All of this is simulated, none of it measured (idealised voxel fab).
Name of the process module below: voxel capacitor over wiring
Displayed cross-section: cut, width of 205 nm, square cells sized 5 nm.
Reading order for cross-sections: top band down to bottom band. Underlying form: a grid of square cells. Band size: one or more rows of cells. Each band's line starts with the height of the band's top and of its bottom, in nm. Then come its materials from left to right, each with its width in nm. One material with "throughout" fills the band from edge to edge. "air" is empty space. Heights are measured from 0, the level below which the as-received wafer is all one material; the lowest band has no bottom and continues downward, written as in "top 0, no bottom". Width: "30->40" (first number = top row, second number = bottom row, same change from row to row of cells). When a step is marked "nothing different", none of the cells in the cross-section changed during that step. Empty spaces counting at least 8 cells and having no open way to the top are listed in "Enclosed internal cavities". The notation width x height at distance is used for each, the distance being from the left edge and all three values in nm. Note: text after step settings on the step line = simulator remark on that step. overlay nm: how far to the right of its planned place the mask lay on this masked step (negative: to the left).
Steps in the process plan
1 RECEIVE, material Si
2 CONFORMAL_DEP, material SiO2, thk nm 10
3 CONFORMAL_DEP, material SiCN, thk nm 5
4 DIRECTIONAL_DEP, material lowk, thk nm 15
5 PATTERN, tone open, mask id METAL_1, material resist, width nm 25, pitch nm 95, thk nm 15, overlay nm 0
6 DIRECTIONAL_ETCH, etch materials lowk, depth nm 15
7 DIRECTIONAL_ETCH, etch materials SiCN, depth nm 5
8 STRIP, etch materials resist
9 CONFORMAL_DEP, material TiN, thk nm 5
10 FILL_DEP, material Cu, thk nm 5
11 CMP, height nm 30
12 EPI, material Ru, thk nm 5
13 FILL_DEP, material SiCN, thk nm 5
14 DIRECTIONAL_DEP, material lowk, thk nm 15
15 DIRECTIONAL_DEP, material aC, thk nm 15
16 PATTERN, tone open, mask id PLUG_1, material resist, width nm 15, thk nm 35, overlay nm 0
17 DIRECTIONAL_ETCH, etch materials aC, depth nm 15
18 STRIP, etch materials resist
19 DIRECTIONAL_ETCH, etch materials lowk, depth nm 15
20 DIRECTIONAL_ETCH, etch materials SiCN, depth nm 5
21 STRIP, etch materials aC
22 EPI, material Ru, thk nm 10
23 EPI, material Ru, thk nm 10
24 DIRECTIONAL_DEP, material TiN, thk nm 10
25 DIRECTIONAL_DEP, material Al2O3, thk nm 5
26 DIRECTIONAL_DEP, material TiN, thk nm 5
27 MASKED_ETCH, tone cover, mask id UPPER_PLATE, width nm 75, etch materials TiN, depth nm 5, overlay nm 0
28 MASKED_ETCH, tone cover, mask id UPPER_PLATE, width nm 75, etch materials Al2O3, depth nm 5, overlay nm 0
29 PATTERN, tone cover, mask id LOWER_PLATE, material resist, width nm 85, thk nm 20, overlay nm 0
30 DIRECTIONAL_ETCH, etch materials TiN, depth nm 10
31 STRIP, etch materials resist
32 FILL_DEP, material SiO2, thk nm 20
33 CMP, height nm 90
34 DIRECTIONAL_DEP, material aC, thk nm 10
35 PATTERN, tone open, mask id PLUG_2, material resist, width nm 15, thk nm 30, overlay nm 0
36 DIRECTIONAL_ETCH, etch materials aC, depth nm 10
37 STRIP, etch materials resist
38 DIRECTIONAL_ETCH, etch materials SiO2, depth nm 15
39 STRIP, etch materials aC
40 CONFORMAL_DEP, material TiN, thk nm 5
41 FILL_DEP, material Ru, thk nm 5
42 CMP, height nm 90
43 CONFORMAL_DEP, material SiN, thk nm 5
This is the cross-section of the wafer as we received it, i.e. after step 1
> top 0, no bottom  Si throughout
> Enclosed internal cavities: none
Wafer cross-section at end of module: start and plan as shown above, one execution error
> top 95, bottom 90  SiN throughout
> top 90, bottom 80  SiO2 60  TiN 5  Ru 5  TiN 5  SiO2 130
> top 80, bottom 70  SiO2 60->50  TiN 15->75  SiO2 130->80
> top 70, bottom 65  SiO2 50  Al2O3 75  SiO2 80
> top 65, bottom 55  SiO2 45  TiN 85  SiO2 75
> top 55, bottom 40  lowk 50  Ru 15  lowk 140
> top 40, bottom 35  SiCN 50  Ru 15  SiCN 140
> top 35, bottom 30  SiCN 35  Ru 35  SiCN 60  Ru 35  SiCN 40
> top 30, bottom 15  lowk 40  TiN 5  Cu 15  TiN 5  lowk 70  TiN 5  Cu 15  TiN 5  lowk 45
> top 15, bottom 10  SiCN 40  TiN 25  SiCN 70  TiN 25  SiCN 45
> top 10, bottom 0  SiCN throughout
> top 0, no bottom  Si throughout
> Enclosed internal cavities: none
Want to know what went wrong? step 2 off recipe, ran as CONFORMAL_DEP, material SiCN, thk nm 10
